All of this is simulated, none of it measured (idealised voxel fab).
Presented below is a process module, voxel self aligned contacts.
Displayed cross-section: cut, width of 185 nm, square cells sized 5 nm.
Each cross-section below is a grid of square cells, stated as bands in top-down order, with one or more rows of cells making up each band. Each band's line starts with the height of the band's top and of its bottom, in nm. Then come its materials from left to right, each with its width in nm. One material with "everywhere" fills the band from edge to edge. "blank" is empty space. The level at which height equals 0 is the one under which the wafer, as it arrives, is entirely one material. No lower edge exists for the bottom band, which continues downward and is notated as in "0 -> down". Width: "30->40" (first number = top row, second number = bottom row, same change from row to row of cells). Where the words "remained the same" appear for a step, the cross-section shows no cell changed by that step; every cell remained as before. "Tabulated closed voids" enumerates empty spaces isolated from the top, with no open way to it, that contain at least 8 cells, giving each as width x height at distance from the left edge, all three in nm. Where a step's line continues beyond its settings, the continuation is a remark by the simulator itself on that step. overlay nm: step with mask; distance mask lay right of planned place; negative value = left of planned place.

List of planned process steps
1 RECEIVE, material Si
2 CONFORMAL_DEP, material SiO2, thk nm 5
3 DIRECTIONAL_DEP, material polySi, thk nm 25
4 DIRECTIONAL_DEP, material SiN, thk nm 20
5 MASKED_ETCH, tone cover, mask id GATE, width nm 25, pitch nm 55, etch materials SiN, depth nm 20, overlay nm 0
6 MASKED_ETCH, tone cover, mask id GATE, width nm 25, pitch nm 55, etch materials polySi, depth nm 25, overlay nm 0
7 CONFORMAL_DEP, material SiN, thk nm 5
8 DIRECTIONAL_ETCH, etch materials SiN, depth nm 5
9 FILL_DEP, material SiO2, thk nm 15
10 CMP, height nm 60
11 DIRECTIONAL_DEP, material aC, thk nm 15
12 PATTERN, tone open, mask id CONTACT, material resist, width nm 40, thk nm 35, overlay nm 0
13 DIRECTIONAL_ETCH, etch materials aC, depth nm 15
14 STRIP, etch materials resist
15 DIRECTIONAL_ETCH, etch materials SiO2, depth nm 60
16 STRIP, etch materials aC
17 CONFORMAL_DEP, material TiN, thk nm 5
18 FILL_DEP, material Ru, thk nm 10
19 CMP, height nm 60
20 CONFORMAL_DEP, material SiCN, thk nm 5

The cross-section here shows the wafer as received, i.e. in its state after step 1
- 0 -> down: Si everywhere
- Tabulated closed voids: none

Starting structure and process plan are as shown above, but one mistake was made in running the module; the wafer cross-section at the end of the module follows
- 65 -> 60: SiCN everywhere
- 60 -> 50: 70 of SiO2, then 5->15 of TiN, then 30->10 of Ru, then 5->15 of TiN, then 75 of SiO2
- 50 -> 45: 45 of SiO2, then 35 of SiN, then 5 of TiN, then 10 of Ru, then 5 of TiN, then 35 of SiN, then 50 of SiO2
- 45 -> 40: 45 of SiO2, then 35 of SiN, then 20 of TiN, then 35 of SiN, then 50 of SiO2
- 40 -> 30: SiN everywhere
- 30 -> 5: polySi everywhere
- 5 -> 0: SiO2 everywhere
- 0 -> down: Si everywhere
- Tabulated closed voids: none
Misprocessing identified: step 5 went in with a setting other than planned; the actual run was MASKED_ETCH, tone cover, mask id GATE, width nm 25, pitch nm 55, etch materials SiN, depth nm 10, overlay nm 0
